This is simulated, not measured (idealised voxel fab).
process module | voxel transistor to metal
cross-section cut | 180 nm wide | cells 5 nm
A cross-section is a grid of square cells, given in bands from the top down. A band is one or more rows of cells.
Each band's line starts with the height of the band's top and of its bottom, in nm. Then come its materials from left to right, each with its width in nm. One material with "throughout" fills the band from edge to edge. "air" is empty space.
Height 0 is the level under which the wafer as received is all one material. The lowest band goes on downwards, as in "0 down".
A width such as "30 to 40" changes by the same amount from each row of cells to the next, from the band's top row to its bottom row.
"no change" after a step means that no cell of the cross-section changed.
closed voids: empty space of 8 cells or more with no open way to the top, each as width x height at its distance from the left edge, in nm
after a step's settings: what the simulator itself notes on the step
overlay nm, on a step with a mask: how far to the right of its planned place the mask lay; to the left if negative
plan
1 op RECEIVE | material Si
2 op OXIDIZE | depth nm 5
3 op CONFORMAL_DEP | material SiN | thk nm 15
4 op PATTERN | tone cover | mask id ACTIVE | material resist | width nm 115 | thk nm 15 | overlay nm 0
5 op DIRECTIONAL_ETCH | etch materials SiN | depth nm 15
6 op DIRECTIONAL_ETCH | etch materials SiO2 | depth nm 5
7 op DIRECTIONAL_ETCH | etch materials Si | depth nm 25
8 op STRIP | etch materials resist
9 op OXIDIZE | depth nm 5
10 op FILL_DEP | material SiO2 | thk nm 15
11 op CMP | height nm 15
12 op SELECTIVE_ETCH | etch materials SiO2 | depth nm 10
13 op STRIP | etch materials SiN
14 op SELECTIVE_ETCH | etch materials SiO2 | depth nm 5
15 op OXIDIZE | depth nm 5
16 op DIRECTIONAL_DEP | material polySi | thk nm 30
17 op DIRECTIONAL_DEP | material SiCN | thk nm 10
18 op PATTERN | tone cover | mask id GATE | material resist | width nm 25 | thk nm 15 | overlay nm 0
19 op DIRECTIONAL_ETCH | etch materials SiCN | depth nm 20
20 op DIRECTIONAL_ETCH | etch materials polySi | depth nm 40
21 op STRIP | etch materials resist
22 op CONFORMAL_DEP | material SiN | thk nm 5
23 op DIRECTIONAL_ETCH | etch materials SiN | depth nm 5
24 op DIRECTIONAL_ETCH | etch materials SiO2 | depth nm 5
25 op DIRECTIONAL_ETCH | etch materials Si | depth nm 10
26 op EPI | material nSi | thk nm 10
27 op FILL_DEP | material SiO2 | thk nm 10
28 op CMP | height nm 25
29 op STRIP | etch materials polySi
30 op SELECTIVE_ETCH | etch materials SiO2 | depth nm 5
31 op CONFORMAL_DEP | material HfO2 | thk nm 5
32 op CONFORMAL_DEP | material TiN | thk nm 5
33 op FILL_DEP | material W | thk nm 5
34 op CMP | height nm 20
35 op DIRECTIONAL_DEP | material SiO2 | thk nm 15
36 op DIRECTIONAL_DEP | material aC | thk nm 15
37 op PATTERN | tone open | mask id CONTACT | material resist | width nm 20 | pitch nm 85 | thk nm 30 | overlay nm 0
38 op DIRECTIONAL_ETCH | etch materials aC | depth nm 15
39 op STRIP | etch materials resist
40 op DIRECTIONAL_ETCH | etch materials SiO2 | depth nm 45
41 op STRIP | etch materials aC
42 op CONFORMAL_DEP | material TiN | thk nm 5
43 op FILL_DEP | material Ru | thk nm 5
44 op CMP | height nm 35
45 op CONFORMAL_DEP | material SiCN | thk nm 5
46 op DIRECTIONAL_DEP | material lowk | thk nm 20
47 op DIRECTIONAL_DEP | material aC | thk nm 15
48 op PATTERN | tone open | mask id METAL_1 | material resist | width nm 20 | pitch nm 85 | thk nm 35 | overlay nm 0
49 op DIRECTIONAL_ETCH | etch materials aC | depth nm 15
50 op STRIP | etch materials resist
51 op DIRECTIONAL_ETCH | etch materials lowk | depth nm 20
52 op DIRECTIONAL_ETCH | etch materials SiCN | depth nm 5
53 op STRIP | etch materials aC
54 op CONFORMAL_DEP | material TiN | thk nm 5
55 op FILL_DEP | material Ru | thk nm 10
56 op CMP | height nm 60
57 op CONFORMAL_DEP | material SiCN | thk nm 5
58 op DIRECTIONAL_DEP | material SiO2 | thk nm 30
59 op MASKED_ETCH | tone open | mask id METAL_2_HOLES | width nm 15 | pitch nm 85 | etch materials SiO2 | depth nm 30 | overlay nm 0
60 op DIRECTIONAL_DEP | material aC | thk nm 10
61 op PATTERN | tone open | mask id METAL_2 | material resist | width nm 20 | pitch nm 85 | thk nm 30 | overlay nm 0
62 op DIRECTIONAL_ETCH | etch materials aC | depth nm 10
63 op STRIP | etch materials resist
64 op DIRECTIONAL_ETCH | etch materials SiO2 | depth nm 15
65 op DIRECTIONAL_ETCH | etch materials SiCN | depth nm 5
66 op STRIP | etch materials aC
67 op CONFORMAL_DEP | material TiN | thk nm 5
68 op FILL_DEP | material Cu | thk nm 10
69 op CMP | height nm 95
70 op CONFORMAL_DEP | material SiCN | thk nm 5
first wafer, as planned
as received, after step 1
  0 down: Si throughout
  closed voids: none
after step 2
  0 to -5: SiO2 throughout
  below -5: unchanged
after step 3
  15 to 0: SiN throughout
  below 0: unchanged
after step 4
  30 to 15: air 30 | resist 115 | air 35
  below 15: unchanged
after step 5
  30 to 15: air 30 | resist 115 | air 35
  15 to 0: air 30 | SiN 115 | air 35
  below 0: unchanged
after step 6
  30 to 15: air 30 | resist 115 | air 35
  15 to 0: air 30 | SiN 115 | air 35
  0 to -5: air 30 | SiO2 115 | air 35
  below -5: unchanged
after step 7
  30 to 15: air 30 | resist 115 | air 35
  15 to 0: air 30 | SiN 115 | air 35
  0 to -5: air 30 | SiO2 115 | air 35
  -5 to -30: air 30 | Si 115 | air 35
  below -30: unchanged
after step 8
  15 to 0: air 30 | SiN 115 | air 35
  below 0: unchanged
after step 9
  15 to 0: air 30 | SiN 115 | air 35
  0 to -5: air 30 | SiO2 115 | air 35
  -5 to -30: air 30 | SiO2 5 | Si 105 | SiO2 5 | air 35
  -30 to -35: SiO2 35 | Si 105 | SiO2 40
  below -35: unchanged
after step 10
  30 to 15: SiO2 throughout
  15 to 0: SiO2 30 | SiN 115 | SiO2 35
  0 to -5: SiO2 throughout
  -5 to -35: SiO2 35 | Si 105 | SiO2 40
  below -35: unchanged
after step 11
  15 to 0: SiO2 30 | SiN 115 | SiO2 35
  below 0: unchanged
after step 12
  15 to 5: air 30 | SiN 115 | air 35
  below 5: unchanged
after step 13
  5 to 0: SiO2 30 | air 115 | SiO2 35
  below 0: unchanged
after step 14
  0 to -5: SiO2 25 | air 125 | SiO2 30
  below -5: unchanged
after step 15
  0 to -5: SiO2 25 | air 125 | SiO2 30
  -5 to -10: SiO2 throughout
  below -10: unchanged
after step 16
  30 to 25: polySi 25 | air 125 | polySi 30
  25 to 0: polySi throughout
  0 to -5: SiO2 25 | polySi 125 | SiO2 30
  below -5: unchanged
after step 17
  40 to 35: SiCN 25 | air 125 | SiCN 30
  35 to 30: SiCN throughout
  30 to 25: polySi 25 | SiCN 125 | polySi 30
  below 25: unchanged
after step 18
  55 to 40: air 75 | resist 25 | air 80
  40 to 35: SiCN 25 | air 50 | resist 25 | air 50 | SiCN 30
  below 35: unchanged
after step 19
  55 to 35: air 75 | resist 25 | air 80
  35 to 30: air 75 | SiCN 25 | air 80
  30 to 25: polySi 25 | air 50 | SiCN 25 | air 50 | polySi 30
  below 25: unchanged
after step 20
  55 to 35: air 75 | resist 25 | air 80
  35 to 25: air 75 | SiCN 25 | air 80
  25 to 0: air 75 | polySi 25 | air 80
  0 to -5: SiO2 25 | air 50 | polySi 25 | air 50 | SiO2 30
  below -5: unchanged
after step 21
  35 to 25: air 75 | SiCN 25 | air 80
  below 25: unchanged
after step 22
  40 to 35: air 70 | SiN 35 | air 75
  35 to 25: air 70 | SiN 5 | SiCN 25 | SiN 5 | air 75
  25 to 5: air 70 | SiN 5 | polySi 25 | SiN 5 | air 75
  5 to 0: SiN 30 | air 40 | SiN 5 | polySi 25 | SiN 5 | air 40 | SiN 35
  0 to -5: SiO2 25 | SiN 50 | polySi 25 | SiN 50 | SiO2 30
  below -5: unchanged
after step 23
  35 to 25: air 70 | SiN 5 | SiCN 25 | SiN 5 | air 75
  25 to 0: air 70 | SiN 5 | polySi 25 | SiN 5 | air 75
  0 to -5: SiO2 25 | SiN 5 | air 40 | SiN 5 | polySi 25 | SiN 5 | air 40 | SiN 5 | SiO2 30
  below -5: unchanged
after step 24
  35 to 25: air 70 | SiN 5 | SiCN 25 | SiN 5 | air 75
  25 to 0: air 70 | SiN 5 | polySi 25 | SiN 5 | air 75
  0 to -5: air 25 | SiN 5 | air 40 | SiN 5 | polySi 25 | SiN 5 | air 40 | SiN 5 | air 30
  -5 to -10: SiO2 30 | air 40 | SiO2 35 | air 40 | SiO2 35
  below -10: unchanged
after step 25
  35 to 25: air 70 | SiN 5 | SiCN 25 | SiN 5 | air 75
  25 to 0: air 70 | SiN 5 | polySi 25 | SiN 5 | air 75
  0 to -5: air 25 | SiN 5 | air 40 | SiN 5 | polySi 25 | SiN 5 | air 40 | SiN 5 | air 30
  -5 to -10: SiO2 30 | air 40 | SiO2 35 | air 40 | SiO2 35
  -10 to -20: SiO2 35 | air 35 | Si 35 | air 35 | SiO2 40
  below -20: unchanged
after step 26
  35 to 25: air 70 | SiN 5 | SiCN 25 | SiN 5 | air 75
  25 to 0: air 70 | SiN 5 | polySi 25 | SiN 5 | air 75
  0 to -5: air 25 | SiN 5 | air 30 | nSi 10 | SiN 5 | polySi 25 | SiN 5 | nSi 10 | air 30 | SiN 5 | air 30
  -5 to -10: SiO2 30 | air 30 | nSi 10 | SiO2 35 | nSi 10 | air 30 | SiO2 35
  -10 to -20: SiO2 35 | nSi 35 | Si 35 | nSi 35 | SiO2 40
  below -20: unchanged
after step 27
  45 to 35: SiO2 throughout
  35 to 25: SiO2 70 | SiN 5 | SiCN 25 | SiN 5 | SiO2 75
  25 to 0: SiO2 70 | SiN 5 | polySi 25 | SiN 5 | SiO2 75
  0 to -5: SiO2 25 | SiN 5 | SiO2 30 | nSi 10 | SiN 5 | polySi 25 | SiN 5 | nSi 10 | SiO2 30 | SiN 5 | SiO2 30
  -5 to -10: SiO2 60 | nSi 10 | SiO2 35 | nSi 10 | SiO2 65
  below -10: unchanged
after step 28
  25 to 0: SiO2 70 | SiN 5 | polySi 25 | SiN 5 | SiO2 75
  below 0: unchanged
after step 29
  25 to 0: SiO2 70 | SiN 5 | air 25 | SiN 5 | SiO2 75
  0 to -5: SiO2 25 | SiN 5 | SiO2 30 | nSi 10 | SiN 5 | air 25 | SiN 5 | nSi 10 | SiO2 30 | SiN 5 | SiO2 30
  below -5: unchanged
after step 30
  25 to 20: air 70 | SiN 5 | air 25 | SiN 5 | air 75
  20 to 0: SiO2 70 | SiN 5 | air 25 | SiN 5 | SiO2 75
  0 to -5: SiO2 25 | SiN 5 | SiO2 30 | nSi 10 | SiN 5 | air 25 | SiN 5 | nSi 10 | SiO2 30 | SiN 5 | SiO2 30
  -5 to -10: SiO2 60 | nSi 10 | air 35 | nSi 10 | SiO2 65
  below -10: unchanged
after step 31
  30 to 25: air 65 | HfO2 15 | air 15 | HfO2 15 | air 70
  25 to 20: HfO2 70 | SiN 5 | HfO2 5 | air 15 | HfO2 5 | SiN 5 | HfO2 75
  20 to 0: SiO2 70 | SiN 5 | HfO2 5 | air 15 | HfO2 5 | SiN 5 | SiO2 75
  0 to -5: SiO2 25 | SiN 5 | SiO2 30 | nSi 10 | SiN 5 | HfO2 5 | air 15 | HfO2 5 | SiN 5 | nSi 10 | SiO2 30 | SiN 5 | SiO2 30
  -5 to -10: SiO2 60 | nSi 10 | HfO2 35 | nSi 10 | SiO2 65
  below -10: unchanged
after step 32
  35 to 30: air 60 | TiN 25 | air 5 | TiN 25 | air 65
  30 to 25: TiN 65 | HfO2 15 | TiN 5 | air 5 | TiN 5 | HfO2 15 | TiN 70
  25 to 20: HfO2 70 | SiN 5 | HfO2 5 | TiN 5 | air 5 | TiN 5 | HfO2 5 | SiN 5 | HfO2 75
  20 to 0: SiO2 70 | SiN 5 | HfO2 5 | TiN 5 | air 5 | TiN 5 | HfO2 5 | SiN 5 | SiO2 75
  0 to -5: SiO2 25 | SiN 5 | SiO2 30 | nSi 10 | SiN 5 | HfO2 5 | TiN 15 | HfO2 5 | SiN 5 | nSi 10 | SiO2 30 | SiN 5 | SiO2 30
  below -5: unchanged
after step 33
  40 to 35: W throughout
  35 to 30: W 60 | TiN 25 | W 5 | TiN 25 | W 65
  30 to 25: TiN 65 | HfO2 15 | TiN 5 | W 5 | TiN 5 | HfO2 15 | TiN 70
  25 to 20: HfO2 70 | SiN 5 | HfO2 5 | TiN 5 | W 5 | TiN 5 | HfO2 5 | SiN 5 | HfO2 75
  20 to 0: SiO2 70 | SiN 5 | HfO2 5 | TiN 5 | W 5 | TiN 5 | HfO2 5 | SiN 5 | SiO2 75
  below 0: unchanged
after step 34
  20 to 0: SiO2 70 | SiN 5 | HfO2 5 | TiN 5 | W 5 | TiN 5 | HfO2 5 | SiN 5 | SiO2 75
  below 0: unchanged
after step 35
  35 to 20: SiO2 throughout
  below 20: unchanged
after step 36
  50 to 35: aC throughout
  below 35: unchanged
after step 37
  80 to 50: resist 35 | air 20 | resist 65 | air 20 | resist 40
  below 50: unchanged
after step 38
  65 to 50: resist 35 | air 20 | resist 65 | air 20 | resist 40
  50 to 35: aC 35 | air 20 | aC 65 | air 20 | aC 40
  below 35: unchanged
after step 39
  50 to 35: aC 35 | air 20 | aC 65 | air 20 | aC 40
  below 35: unchanged
after step 40
  50 to 35: aC 35 | air 20 | aC 65 | air 20 | aC 40
  35 to 20: SiO2 35 | air 20 | SiO2 65 | air 20 | SiO2 40
  20 to 0: SiO2 35 | air 20 | SiO2 15 | SiN 5 | HfO2 5 | TiN 5 | W 5 | TiN 5 | HfO2 5 | SiN 5 | SiO2 15 | air 20 | SiO2 40
  0 to -5: SiO2 25 | SiN 5 | SiO2 5 | air 20 | SiO2 5 | nSi 10 | SiN 5 | HfO2 5 | TiN 15 | HfO2 5 | SiN 5 | nSi 10 | SiO2 5 | air 20 | SiO2 5 | SiN 5 | SiO2 30
  -5 to -10: SiO2 35 | air 20 | SiO2 5 | nSi 10 | HfO2 35 | nSi 10 | SiO2 5 | air 20 | SiO2 40
  below -10: unchanged
after step 41
  35 to 20: SiO2 35 | air 20 | SiO2 65 | air 20 | SiO2 40
  below 20: unchanged
after step 42
  40 to 35: TiN 40 | air 10 | TiN 75 | air 10 | TiN 45
  35 to 20: SiO2 35 | TiN 5 | air 10 | TiN 5 | SiO2 65 | TiN 5 | air 10 | TiN 5 | SiO2 40
  20 to 0: SiO2 35 | TiN 5 | air 10 | TiN 5 | SiO2 15 | SiN 5 | HfO2 5 | TiN 5 | W 5 | TiN 5 | HfO2 5 | SiN 5 | SiO2 15 | TiN 5 | air 10 | TiN 5 | SiO2 40
  0 to -5: SiO2 25 | SiN 5 | SiO2 5 | TiN 5 | air 10 | TiN 5 | SiO2 5 | nSi 10 | SiN 5 | HfO2 5 | TiN 15 | HfO2 5 | SiN 5 | nSi 10 | SiO2 5 | TiN 5 | air 10 | TiN 5 | SiO2 5 | SiN 5 | SiO2 30
  -5 to -10: SiO2 35 | TiN 20 | SiO2 5 | nSi 10 | HfO2 35 | nSi 10 | SiO2 5 | TiN 20 | SiO2 40
  below -10: unchanged
after step 43
  45 to 40: Ru throughout
  40 to 35: TiN 40 | Ru 10 | TiN 75 | Ru 10 | TiN 45
  35 to 20: SiO2 35 | TiN 5 | Ru 10 | TiN 5 | SiO2 65 | TiN 5 | Ru 10 | TiN 5 | SiO2 40
  20 to 0: SiO2 35 | TiN 5 | Ru 10 | TiN 5 | SiO2 15 | SiN 5 | HfO2 5 | TiN 5 | W 5 | TiN 5 | HfO2 5 | SiN 5 | SiO2 15 | TiN 5 | Ru 10 | TiN 5 | SiO2 40
  0 to -5: SiO2 25 | SiN 5 | SiO2 5 | TiN 5 | Ru 10 | TiN 5 | SiO2 5 | nSi 10 | SiN 5 | HfO2 5 | TiN 15 | HfO2 5 | SiN 5 | nSi 10 | SiO2 5 | TiN 5 | Ru 10 | TiN 5 | SiO2 5 | SiN 5 | SiO2 30
  below -5: unchanged
after step 44
  35 to 20: SiO2 35 | TiN 5 | Ru 10 | TiN 5 | SiO2 65 | TiN 5 | Ru 10 | TiN 5 | SiO2 40
  below 20: unchanged
after step 45
  40 to 35: SiCN throughout
  below 35: unchanged
after step 46
  60 to 40: lowk throughout
  below 40: unchanged
after step 47
  75 to 60: aC throughout
  below 60: unchanged
after step 48
  110 to 75: resist 35 | air 20 | resist 65 | air 20 | resist 40
  below 75: unchanged
after step 49
  95 to 75: resist 35 | air 20 | resist 65 | air 20 | resist 40
  75 to 60: aC 35 | air 20 | aC 65 | air 20 | aC 40
  below 60: unchanged
after step 50
  75 to 60: aC 35 | air 20 | aC 65 | air 20 | aC 40
  below 60: unchanged
after step 51
  75 to 60: aC 35 | air 20 | aC 65 | air 20 | aC 40
  60 to 40: lowk 35 | air 20 | lowk 65 | air 20 | lowk 40
  below 40: unchanged
after step 52
  75 to 60: aC 35 | air 20 | aC 65 | air 20 | aC 40
  60 to 40: lowk 35 | air 20 | lowk 65 | air 20 | lowk 40
  40 to 35: SiCN 35 | air 20 | SiCN 65 | air 20 | SiCN 40
  below 35: unchanged
after step 53
  60 to 40: lowk 35 | air 20 | lowk 65 | air 20 | lowk 40
  below 40: unchanged
after step 54
  65 to 60: TiN 40 | air 10 | TiN 75 | air 10 | TiN 45
  60 to 40: lowk 35 | TiN 5 | air 10 | TiN 5 | lowk 65 | TiN 5 | air 10 | TiN 5 | lowk 40
  40 to 35: SiCN 35 | TiN 20 | SiCN 65 | TiN 20 | SiCN 40
  below 35: unchanged
after step 55
  75 to 65: Ru throughout
  65 to 60: TiN 40 | Ru 10 | TiN 75 | Ru 10 | TiN 45
  60 to 40: lowk 35 | TiN 5 | Ru 10 | TiN 5 | lowk 65 | TiN 5 | Ru 10 | TiN 5 | lowk 40
  below 40: unchanged
after step 56
  60 to 40: lowk 35 | TiN 5 | Ru 10 | TiN 5 | lowk 65 | TiN 5 | Ru 10 | TiN 5 | lowk 40
  below 40: unchanged
after step 57
  65 to 60: SiCN throughout
  below 60: unchanged
after step 58
  95 to 65: SiO2 throughout
  below 65: unchanged
after step 59
  95 to 65: SiO2 35 | air 15 | SiO2 70 | air 15 | SiO2 45
  below 65: unchanged
after step 60
  105 to 95: aC 35 | air 15 | aC 70 | air 15 | aC 45
  95 to 75: SiO2 35 | air 15 | SiO2 70 | air 15 | SiO2 45
  75 to 65: SiO2 35 | aC 15 | SiO2 70 | aC 15 | SiO2 45
  below 65: unchanged
after step 61
  135 to 105: resist 35 | air 20 | resist 65 | air 20 | resist 40
  below 105: unchanged
after step 62
  125 to 105: resist 35 | air 20 | resist 65 | air 20 | resist 40
  105 to 95: aC 35 | air 20 | aC 65 | air 20 | aC 40
  95 to 65: SiO2 35 | air 15 | SiO2 70 | air 15 | SiO2 45
  below 65: unchanged
after step 63
  105 to 95: aC 35 | air 20 | aC 65 | air 20 | aC 40
  below 95: unchanged
after step 64
  105 to 95: aC 35 | air 20 | aC 65 | air 20 | aC 40
  95 to 80: SiO2 35 | air 20 | SiO2 65 | air 20 | SiO2 40
  below 80: unchanged
after step 65
  105 to 95: aC 35 | air 20 | aC 65 | air 20 | aC 40
  95 to 80: SiO2 35 | air 20 | SiO2 65 | air 20 | SiO2 40
  80 to 65: SiO2 35 | air 15 | SiO2 70 | air 15 | SiO2 45
  65 to 60: SiCN 35 | air 15 | SiCN 70 | air 15 | SiCN 45
  below 60: unchanged
after step 66
  95 to 80: SiO2 35 | air 20 | SiO2 65 | air 20 | SiO2 40
  below 80: unchanged
after step 67
  100 to 95: TiN 40 | air 10 | TiN 75 | air 10 | TiN 45
  95 to 85: SiO2 35 | TiN 5 | air 10 | TiN 5 | SiO2 65 | TiN 5 | air 10 | TiN 5 | SiO2 40
  85 to 80: SiO2 35 | TiN 5 | air 5 | TiN 10 | SiO2 65 | TiN 5 | air 5 | TiN 10 | SiO2 40
  80 to 65: SiO2 35 | TiN 5 | air 5 | TiN 5 | SiO2 70 | TiN 5 | air 5 | TiN 5 | SiO2 45
  65 to 60: SiCN 35 | TiN 15 | SiCN 70 | TiN 15 | SiCN 45
  below 60: unchanged
after step 68
  110 to 100: Cu throughout
  100 to 95: TiN 40 | Cu 10 | TiN 75 | Cu 10 | TiN 45
  95 to 85: SiO2 35 | TiN 5 | Cu 10 | TiN 5 | SiO2 65 | TiN 5 | Cu 10 | TiN 5 | SiO2 40
  85 to 80: SiO2 35 | TiN 5 | Cu 5 | TiN 10 | SiO2 65 | TiN 5 | Cu 5 | TiN 10 | SiO2 40
  80 to 65: SiO2 35 | TiN 5 | Cu 5 | TiN 5 | SiO2 70 | TiN 5 | Cu 5 | TiN 5 | SiO2 45
  below 65: unchanged
after step 69
  95 to 85: SiO2 35 | TiN 5 | Cu 10 | TiN 5 | SiO2 65 | TiN 5 | Cu 10 | TiN 5 | SiO2 40
  below 85: unchanged
after step 70
  100 to 95: SiCN throughout
  below 95: unchanged
second wafer: like start, like plan, one mistake. Through step 44 it matches the first wafer
when step 45 should have ended
  55 to 35: lowk throughout
  below 35: unchanged
when step 46 should have ended
  60 to 55: SiCN throughout
  below 55: unchanged
when step 47 should have ended
  75 to 60: aC throughout
  below 60: unchanged
when step 48 should have ended
  110 to 75: resist 35 | air 20 | resist 65 | air 20 | resist 40
  below 75: unchanged
when step 49 should have ended
  95 to 75: resist 35 | air 20 | resist 65 | air 20 | resist 40
  75 to 60: aC 35 | air 20 | aC 65 | air 20 | aC 40
  below 60: unchanged
when step 50 should have ended
  75 to 60: aC 35 | air 20 | aC 65 | air 20 | aC 40
  below 60: unchanged
when step 51 should have ended: no change
when step 52 should have ended
  75 to 60: aC 35 | air 20 | aC 65 | air 20 | aC 40
  60 to 55: SiCN 35 | air 20 | SiCN 65 | air 20 | SiCN 40
  below 55: unchanged
when step 53 should have ended
  60 to 55: SiCN 35 | air 20 | SiCN 65 | air 20 | SiCN 40
  below 55: unchanged
when step 54 should have ended
  65 to 60: TiN 40 | air 10 | TiN 75 | air 10 | TiN 45
  60 to 55: SiCN 35 | TiN 20 | SiCN 65 | TiN 20 | SiCN 40
  below 55: unchanged
when step 55 should have ended
  75 to 65: Ru throughout
  65 to 60: TiN 40 | Ru 10 | TiN 75 | Ru 10 | TiN 45
  below 60: unchanged
when step 56 should have ended
  60 to 55: SiCN 35 | TiN 20 | SiCN 65 | TiN 20 | SiCN 40
  below 55: unchanged
when step 57 should have ended
  65 to 60: SiCN throughout
  below 60: unchanged
when step 58 should have ended
  95 to 65: SiO2 throughout
  below 65: unchanged
when step 59 should have ended
  95 to 65: SiO2 35 | air 15 | SiO2 70 | air 15 | SiO2 45
  below 65: unchanged
when step 60 should have ended
  105 to 95: aC 35 | air 15 | aC 70 | air 15 | aC 45
  95 to 75: SiO2 35 | air 15 | SiO2 70 | air 15 | SiO2 45
  75 to 65: SiO2 35 | aC 15 | SiO2 70 | aC 15 | SiO2 45
  below 65: unchanged
when step 61 should have ended
  135 to 105: resist 35 | air 20 | resist 65 | air 20 | resist 40
  below 105: unchanged
when step 62 should have ended
  125 to 105: resist 35 | air 20 | resist 65 | air 20 | resist 40
  105 to 95: aC 35 | air 20 | aC 65 | air 20 | aC 40
  95 to 65: SiO2 35 | air 15 | SiO2 70 | air 15 | SiO2 45
  below 65: unchanged
when step 63 should have ended
  105 to 95: aC 35 | air 20 | aC 65 | air 20 | aC 40
  below 95: unchanged
when step 64 should have ended
  105 to 95: aC 35 | air 20 | aC 65 | air 20 | aC 40
  95 to 80: SiO2 35 | air 20 | SiO2 65 | air 20 | SiO2 40
  below 80: unchanged
when step 65 should have ended
  105 to 95: aC 35 | air 20 | aC 65 | air 20 | aC 40
  95 to 80: SiO2 35 | air 20 | SiO2 65 | air 20 | SiO2 40
  80 to 65: SiO2 35 | air 15 | SiO2 70 | air 15 | SiO2 45
  65 to 60: SiCN 35 | air 15 | SiCN 70 | air 15 | SiCN 45
  below 60: unchanged
when step 66 should have ended
  95 to 80: SiO2 35 | air 20 | SiO2 65 | air 20 | SiO2 40
  below 80: unchanged
when step 67 should have ended
  100 to 95: TiN 40 | air 10 | TiN 75 | air 10 | TiN 45
  95 to 85: SiO2 35 | TiN 5 | air 10 | TiN 5 | SiO2 65 | TiN 5 | air 10 | TiN 5 | SiO2 40
  85 to 80: SiO2 35 | TiN 5 | air 5 | TiN 10 | SiO2 65 | TiN 5 | air 5 | TiN 10 | SiO2 40
  80 to 65: SiO2 35 | TiN 5 | air 5 | TiN 5 | SiO2 70 | TiN 5 | air 5 | TiN 5 | SiO2 45
  65 to 55: SiCN 35 | TiN 15 to 20 | SiCN 70 to 65 | TiN 15 to 20 | SiCN 45 to 40
  below 55: unchanged
when step 68 should have ended
  110 to 100: Cu throughout
  100 to 95: TiN 40 | Cu 10 | TiN 75 | Cu 10 | TiN 45
  95 to 85: SiO2 35 | TiN 5 | Cu 10 | TiN 5 | SiO2 65 | TiN 5 | Cu 10 | TiN 5 | SiO2 40
  85 to 80: SiO2 35 | TiN 5 | Cu 5 | TiN 10 | SiO2 65 | TiN 5 | Cu 5 | TiN 10 | SiO2 40
  80 to 65: SiO2 35 | TiN 5 | Cu 5 | TiN 5 | SiO2 70 | TiN 5 | Cu 5 | TiN 5 | SiO2 45
  below 65: unchanged
when step 69 should have ended
  95 to 85: SiO2 35 | TiN 5 | Cu 10 | TiN 5 | SiO2 65 | TiN 5 | Cu 10 | TiN 5 | SiO2 40
  below 85: unchanged
when step 70 should have ended
  100 to 95: SiCN throughout
  below 95: unchanged
what went wrong: steps 45 and 46 were swapped
at the end the second wafer has, in cells: 16 fewer of Ru | 16 fewer of TiN | 32 more of lowk
